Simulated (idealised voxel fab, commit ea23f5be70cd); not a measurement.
Process module, titled voxel released beams
Xsec cut, 250 nm wide, square cell size 5 nm.
Think of the cross-section as a grid of square cells. We describe it in bands, top to bottom, and each band covers one or more rows of those cells.
Within each band entry, the heights of the top and of the bottom of the band appear first, in that order and in nm; the materials of the band then follow from left to right, each with its corresponding width in nm. The designation "everywhere" on a single material indicates that it fills the band from edge to edge; the designation "blank" indicates empty space.
The reference from which all heights are counted is 0, the level beneath which the as-received wafer is entirely one material; the lowest band, having no lower bound, proceeds downward and is written after the example "0..down".
The notation "30..40" denotes a width that varies across the rows of cells in the band, beginning at the first number in the top row, finishing at the second number in the bottom row, and changing by an identical amount from each row to the next.
No cell of the cross-section changed in a step that is given as "identical to before".
Look at "Trapped voids" for the closed voids: empty spaces with no open path to the top, sized 8 cells or up. Each is width x height at distance, distance from the left edge, all nm.
Read whatever lies past the settings on a step's line as the simulator's own remark about the step.
The "overlay nm" setting may appear on a step's line; for a step that uses a mask, it gives how far to the right of its planned position the mask lay, and a negative value indicates the left.

# The process steps that were planned are listed below
1,RECEIVE: material Si
2,CONFORMAL_DEP: material SiN, thk nm 5
3,DIRECTIONAL_DEP: material SiO2, thk nm 20
4,PATTERN: tone open, mask id ANCHOR, material resist, width nm 45, thk nm 15, overlay nm 0
5,DIRECTIONAL_ETCH: etch materials SiO2, depth nm 20
6,STRIP: etch materials resist
7,CONFORMAL_DEP: material TiN, thk nm 15
8,MASKED_ETCH: tone cover, mask id BEAM, width nm 130, etch materials TiN, depth nm 15, overlay nm 0
9,STRIP: etch materials SiO2

# Cross-section of the wafer upon arrival, representing the state reached after step 1
0..down  Si everywhere
Trapped voids: none

# Here's the cross-section of the first of our two wafers at the end of the module - it ran as planned
40..25  55 nm blank | 20 nm TiN | 15 nm blank | 95 nm TiN | 65 nm blank
25..20  60 nm blank | 15 nm TiN | 15 nm blank | 15 nm TiN | 145 nm blank
20..5  60 nm blank | 45 nm TiN | 145 nm blank
5..0  SiN everywhere
0..down  Si everywhere
Trapped voids: none

# Cross-sectional view of the second of two wafers upon completion of the module. This wafer shared its starting condition and process plan with the first; one error was made during its execution
35..20  55 nm blank | 20 nm TiN | 15 nm blank | 95 nm TiN | 65 nm blank
20..15  60 nm blank | 15 nm TiN | 15 nm blank | 15 nm TiN | 145 nm blank
15..0  60 nm blank | 45 nm TiN | 145 nm blank
0..down  Si everywhere
Trapped voids: none
what went wrong: not run: step 2 of the plan (skipped)
At the finish, the second wafer shows more or fewer cells for some materials than the first does: SiN -50
